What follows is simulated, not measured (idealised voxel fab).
Process module, titled voxel trench capacitor
The figure presents cross-section cut, which has a width of 240 nm and is divided into square cells with an edge length of 5 nm.
Heads up, the way a cross-section reads in here is a grid of square cells, handed over as bands from the top down, with every band being one or more rows of cells. Top, bottom (nm), then materials left to right with widths (nm); lone material tagged "edge to edge" fills the whole band edge to edge; "air" = empty space. Measure heights from 0. That's the level where, below it, the as-received wafer is all one material. The lowest band is bottomless and extends downward; write it as in "0 nm and below". So if you see something like "30..40" for the width, read it as the top row of the band sitting at the first number and the bottom row at the second, with every row in between moving by the same amount as the last. Step marked "no alteration"? Then no cell in the cross-section changed in it. The label "Closed voids list" introduces a list of the empty spaces, 8 cells or larger, that have no open way up to the top; each entry in it reads width x height at distance, where the distance is taken from the left edge and all three are stated in nm. On a step's line, text after the settings is the simulator commenting on that step. overlay nm: for a step with a mask, the amount by which the mask lay right of where it was planned; a negative amount means left of it.
# Intended process steps
- 1: RECEIVE [material Si]
- 2: CONFORMAL_DEP [material SiN] [thk nm 10]
- 3: MASKED_ETCH [tone open] [mask id TRENCH] [width nm 30] [pitch nm 60] [etch materials SiN] [depth nm 10] [overlay nm 0]
- 4: MASKED_ETCH [tone open] [mask id TRENCH] [width nm 30] [pitch nm 60] [etch materials Si] [depth nm 30] [overlay nm 0]
- 5: CONFORMAL_DEP [material Al2O3] [thk nm 5]
- 6: CONFORMAL_DEP [material TiN] [thk nm 5]
- 7: FILL_DEP [material W] [thk nm 10]
- 8: CMP [height nm 10]
# Cross-section of the incoming wafer, state after step 1
- 0 nm and below: Si edge to edge
- Closed voids list: none
# Here's the cross-section of the first of our two wafers at the end of the module - it ran as planned
- 10 nm to 0 nm: SiN 45 nm, Al2O3 5 nm, TiN 5 nm, W 10 nm, TiN 5 nm, Al2O3 5 nm, SiN 30 nm, Al2O3 5 nm, TiN 5 nm, W 10 nm, TiN 5 nm, Al2O3 5 nm, SiN 30 nm, Al2O3 5 nm, TiN 5 nm, W 10 nm, TiN 5 nm, Al2O3 5 nm, SiN 45 nm
- 0 nm to -20 nm: Si 45 nm, Al2O3 5 nm, TiN 5 nm, W 10 nm, TiN 5 nm, Al2O3 5 nm, Si 30 nm, Al2O3 5 nm, TiN 5 nm, W 10 nm, TiN 5 nm, Al2O3 5 nm, Si 30 nm, Al2O3 5 nm, TiN 5 nm, W 10 nm, TiN 5 nm, Al2O3 5 nm, Si 45 nm
- -20 nm to -25 nm: Si 45 nm, Al2O3 5 nm, TiN 20 nm, Al2O3 5 nm, Si 30 nm, Al2O3 5 nm, TiN 20 nm, Al2O3 5 nm, Si 30 nm, Al2O3 5 nm, TiN 20 nm, Al2O3 5 nm, Si 45 nm
- -25 nm to -30 nm: Si 45 nm, Al2O3 30 nm, Si 30 nm, Al2O3 30 nm, Si 30 nm, Al2O3 30 nm, Si 45 nm
- -30 nm and below: Si edge to edge
- Closed voids list: none
# Second wafer through the module, sectioned at the end: same beginning and same plan as the first wafer, with one mistake in carrying it out
- 10 nm to 5 nm: TiN 40 nm, Al2O3 5 nm, SiN 30 nm, Al2O3 5 nm, TiN 20 nm, Al2O3 5 nm, SiN 30 nm, Al2O3 5 nm, TiN 20 nm, Al2O3 5 nm, SiN 30 nm, Al2O3 5 nm, TiN 40 nm
- 5 nm to 0 nm: Al2O3 45 nm, SiN 30 nm, Al2O3 30 nm, SiN 30 nm, Al2O3 30 nm, SiN 30 nm, Al2O3 45 nm
- 0 nm and below: Si edge to edge
- Closed voids list: none
It is concluded that the wafer was processed incorrectly with respect to the plan, in that note that step 3 departed from the planned setting and was carried out as MASKED_ETCH [tone cover] [mask id TRENCH] [width nm 30] [pitch nm 60] [etch materials SiN] [depth nm 10] [overlay nm 0]
FYI, end of process, the second wafer has more or fewer cells of some materials than the first: -24 Al2O3 | +108 Si | -24 SiN | -24 TiN | -36 W
